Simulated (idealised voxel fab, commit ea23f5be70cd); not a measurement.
process module | voxel tone inversion
cross-section cut | 300 nm wide | cells 5 nm
A cross-section is a grid of square cells, given in bands from the top down. A band is one or more rows of cells.
Each band's line starts with the height of the band's top and of its bottom, in nm. Then come its materials from left to right, each with its width in nm. One material with "throughout" fills the band from edge to edge. "air" is empty space.
Height 0 is the level under which the wafer as received is all one material. The lowest band goes on downwards, as in "0 down".
A width such as "30 to 40" changes by the same amount from each row of cells to the next, from the band's top row to its bottom row.
"no change" after a step means that no cell of the cross-section changed.
closed voids: empty space of 8 cells or more with no open way to the top, each as width x height at its distance from the left edge, in nm
after a step's settings: what the simulator itself notes on the step
overlay nm, on a step with a mask: how far to the right of its planned place the mask lay; to the left if negative
plan
1 op RECEIVE | material Si
2 op CONFORMAL_DEP | material SiCN | thk nm 10
3 op DIRECTIONAL_DEP | material polySi | thk nm 15
4 op PATTERN | tone cover | mask id POSTS | material resist | width nm 20 | pitch nm 35 | thk nm 20 | overlay nm 0
5 op DIRECTIONAL_ETCH | etch materials polySi | depth nm 15
6 op STRIP | etch materials resist
7 op FILL_DEP | material lowk | thk nm 5
8 op CMP | height nm 25
9 op STRIP | etch materials polySi
first wafer, as planned
as received, after step 1
  0 down: Si throughout
  closed voids: none
after step 2
  10 to 0: SiCN throughout
  below 0: unchanged
after step 3
  25 to 10: polySi throughout
  below 10: unchanged
after step 4
  45 to 25: air 85 | resist 20 | air 15 | resist 20 | air 15 | resist 20 | air 15 | resist 20 | air 90
  below 25: unchanged
after step 5
  45 to 25: air 85 | resist 20 | air 15 | resist 20 | air 15 | resist 20 | air 15 | resist 20 | air 90
  25 to 10: air 85 | polySi 20 | air 15 | polySi 20 | air 15 | polySi 20 | air 15 | polySi 20 | air 90
  below 10: unchanged
after step 6
  25 to 10: air 85 | polySi 20 | air 15 | polySi 20 | air 15 | polySi 20 | air 15 | polySi 20 | air 90
  below 10: unchanged
after step 7
  30 to 25: lowk throughout
  25 to 10: lowk 85 | polySi 20 | lowk 15 | polySi 20 | lowk 15 | polySi 20 | lowk 15 | polySi 20 | lowk 90
  below 10: unchanged
after step 8
  25 to 10: lowk 85 | polySi 20 | lowk 15 | polySi 20 | lowk 15 | polySi 20 | lowk 15 | polySi 20 | lowk 90
  below 10: unchanged
after step 9
  25 to 10: lowk 85 | air 20 | lowk 15 | air 20 | lowk 15 | air 20 | lowk 15 | air 20 | lowk 90
  below 10: unchanged
second wafer: like start, like plan, one mistake. Through step 3 it matches the first wafer
when step 4 should have ended
  45 to 25: resist 85 | air 20 | resist 15 | air 20 | resist 15 | air 20 | resist 15 | air 20 | resist 90
  below 25: unchanged
when step 5 should have ended
  45 to 25: resist 85 | air 20 | resist 15 | air 20 | resist 15 | air 20 | resist 15 | air 20 | resist 90
  25 to 10: polySi 85 | air 20 | polySi 15 | air 20 | polySi 15 | air 20 | polySi 15 | air 20 | polySi 90
  below 10: unchanged
when step 6 should have ended
  25 to 10: polySi 85 | air 20 | polySi 15 | air 20 | polySi 15 | air 20 | polySi 15 | air 20 | polySi 90
  below 10: unchanged
when step 7 should have ended
  30 to 25: lowk throughout
  25 to 10: polySi 85 | lowk 20 | polySi 15 | lowk 20 | polySi 15 | lowk 20 | polySi 15 | lowk 20 | polySi 90
  below 10: unchanged
when step 8 should have ended
  25 to 10: polySi 85 | lowk 20 | polySi 15 | lowk 20 | polySi 15 | lowk 20 | polySi 15 | lowk 20 | polySi 90
  below 10: unchanged
when step 9 should have ended
  25 to 10: air 85 | lowk 20 | air 15 | lowk 20 | air 15 | lowk 20 | air 15 | lowk 20 | air 90
  below 10: unchanged
what went wrong: step 4 ran as: op PATTERN | tone open | mask id POSTS | material resist | width nm 20 | pitch nm 35 | thk nm 20 | overlay nm 0
at the end the second wafer has, in cells: 84 fewer of lowk
